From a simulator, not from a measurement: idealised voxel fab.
Title: Process Module voxel double patterning
Square cells of 5 nm make up the cross-section cut, whose width is 155 nm.
Reading order for cross-sections: top band down to bottom band. Underlying form: a grid of square cells. Band size: one or more rows of cells. Heights first: top, then bottom, in nm. Then materials, left to right, each with a width in nm. "throughout" on a single material: fills the band edge to edge. "air": empty space. Where do heights start? At 0: under that level the wafer as delivered is made of one material only. And the lowest band has no floor; it just carries on downward, as in "0 nm and below". Width: "30 to 40" (first number = top row, second number = bottom row, same change from row to row of cells). The cross-section has no changed cell in any step marked "nothing changed". The entry "Enclosed internal cavities" lists the empty spaces that cover at least 8 cells and have no open path to the top. Each is written as width x height at distance, where the distance is measured from the left edge and all three values are in nm. On a step's line, text after the settings is the simulator commenting on that step. overlay nm: where the mask lay relative to plan, measured to the right, on steps with a mask; negatives go left.

## Steps in the process plan
1,RECEIVE with material Si
2,CONFORMAL_DEP with material SiO2, thk nm 10
3,DIRECTIONAL_DEP with material TiN, thk nm 15
4,DIRECTIONAL_DEP with material SiCN, thk nm 10
5,DIRECTIONAL_DEP with material aC, thk nm 15
6,PATTERN with tone open, mask id FIRST, material resist, width nm 15, pitch nm 50, thk nm 35, overlay nm 0
7,DIRECTIONAL_ETCH with etch materials aC, depth nm 15
8,STRIP with etch materials resist
9,DIRECTIONAL_ETCH with etch materials SiCN, depth nm 10
10,STRIP with etch materials aC
11,MASKED_ETCH with tone open, mask id SECOND, width nm 15, pitch nm 50, etch materials SiCN, depth nm 10, overlay nm 0
12,DIRECTIONAL_ETCH with etch materials TiN, depth nm 15
13,STRIP with etch materials SiCN

## Run as planned: first of two wafers

## As received (post step 1): cross-section
> 0 nm and below | Si throughout
> Enclosed internal cavities: none

## Wafer section view after processing step 2
> 10 nm to 0 nm | SiO2 throughout
> Unchanged below 0.

## Wafer section view after processing step 3
> 25 nm to 10 nm | TiN throughout
> Unchanged below 10.

## Wafer section view after processing step 4
> 35 nm to 25 nm | SiCN throughout
> Unchanged below 25.

## Wafer section view after processing step 5
> 50 nm to 35 nm | aC throughout
> Unchanged below 35.

## Wafer section view after processing step 6
> 85 nm to 50 nm | resist=20 / air=15 / resist=35 / air=15 / resist=35 / air=15 / resist=20
> Unchanged below 50.

## Wafer section view after processing step 7
> 70 nm to 50 nm | resist=20 / air=15 / resist=35 / air=15 / resist=35 / air=15 / resist=20
> 50 nm to 35 nm | aC=20 / air=15 / aC=35 / air=15 / aC=35 / air=15 / aC=20
> Unchanged below 35.

## Wafer section view after processing step 8
> 50 nm to 35 nm | aC=20 / air=15 / aC=35 / air=15 / aC=35 / air=15 / aC=20
> Unchanged below 35.

## Wafer section view after processing step 9
> 50 nm to 35 nm | aC=20 / air=15 / aC=35 / air=15 / aC=35 / air=15 / aC=20
> 35 nm to 25 nm | SiCN=20 / air=15 / SiCN=35 / air=15 / SiCN=35 / air=15 / SiCN=20
> Unchanged below 25.

## Wafer section view after processing step 10
> 35 nm to 25 nm | SiCN=20 / air=15 / SiCN=35 / air=15 / SiCN=35 / air=15 / SiCN=20
> Unchanged below 25.

## Wafer section view after processing step 11
> 35 nm to 25 nm | SiCN=20 / air=15 / SiCN=10 / air=15 / SiCN=10 / air=15 / SiCN=10 / air=15 / SiCN=10 / air=15 / SiCN=20
> Unchanged below 25.

## Wafer section view after processing step 12
> 35 nm to 25 nm | SiCN=20 / air=15 / SiCN=10 / air=15 / SiCN=10 / air=15 / SiCN=10 / air=15 / SiCN=10 / air=15 / SiCN=20
> 25 nm to 10 nm | TiN=20 / air=15 / TiN=10 / air=15 / TiN=10 / air=15 / TiN=10 / air=15 / TiN=10 / air=15 / TiN=20
> Unchanged below 10.

## Wafer section view after processing step 13
> 25 nm to 10 nm | TiN=20 / air=15 / TiN=10 / air=15 / TiN=10 / air=15 / TiN=10 / air=15 / TiN=10 / air=15 / TiN=20
> Unchanged below 10.

## Second wafer. Start and plan as for the first. One mistake made in running. Agrees with the first up to and including step 2

## Cross-section: second wafer, time at which step 3 was scheduled to end
> 40 nm to 10 nm | TiN throughout
> Unchanged below 10.

## Cross-section: second wafer, time at which step 4 was scheduled to end
> 50 nm to 40 nm | SiCN throughout
> Unchanged below 40.

## Cross-section: second wafer, time at which step 5 was scheduled to end
> 65 nm to 50 nm | aC throughout
> Unchanged below 50.

## Cross-section: second wafer, time at which step 6 was scheduled to end
> 100 nm to 65 nm | resist=20 / air=15 / resist=35 / air=15 / resist=35 / air=15 / resist=20
> Unchanged below 65.

## Cross-section: second wafer, time at which step 7 was scheduled to end
> 85 nm to 65 nm | resist=20 / air=15 / resist=35 / air=15 / resist=35 / air=15 / resist=20
> 65 nm to 50 nm | aC=20 / air=15 / aC=35 / air=15 / aC=35 / air=15 / aC=20
> Unchanged below 50.

## Cross-section: second wafer, time at which step 8 was scheduled to end
> 65 nm to 50 nm | aC=20 / air=15 / aC=35 / air=15 / aC=35 / air=15 / aC=20
> Unchanged below 50.

## Cross-section: second wafer, time at which step 9 was scheduled to end
> 65 nm to 50 nm | aC=20 / air=15 / aC=35 / air=15 / aC=35 / air=15 / aC=20
> 50 nm to 40 nm | SiCN=20 / air=15 / SiCN=35 / air=15 / SiCN=35 / air=15 / SiCN=20
> Unchanged below 40.

## Cross-section: second wafer, time at which step 10 was scheduled to end
> 50 nm to 40 nm | SiCN=20 / air=15 / SiCN=35 / air=15 / SiCN=35 / air=15 / SiCN=20
> Unchanged below 40.

## Cross-section: second wafer, time at which step 11 was scheduled to end
> 50 nm to 40 nm | SiCN=20 / air=15 / SiCN=10 / air=15 / SiCN=10 / air=15 / SiCN=10 / air=15 / SiCN=10 / air=15 / SiCN=20
> Unchanged below 40.

## Cross-section: second wafer, time at which step 12 was scheduled to end
> 50 nm to 40 nm | SiCN=20 / air=15 / SiCN=10 / air=15 / SiCN=10 / air=15 / SiCN=10 / air=15 / SiCN=10 / air=15 / SiCN=20
> 40 nm to 25 nm | TiN=20 / air=15 / TiN=10 / air=15 / TiN=10 / air=15 / TiN=10 / air=15 / TiN=10 / air=15 / TiN=20
> Unchanged below 25.

## Cross-section: second wafer, time at which step 13 was scheduled to end
> 40 nm to 25 nm | TiN=20 / air=15 / TiN=10 / air=15 / TiN=10 / air=15 / TiN=10 / air=15 / TiN=10 / air=15 / TiN=20
> Unchanged below 25.
Run error: regarding the plan, step 3 was run twice
In the final state, the cell counts of the second wafer exceed or fall short of those of the first for the following materials: TiN +93
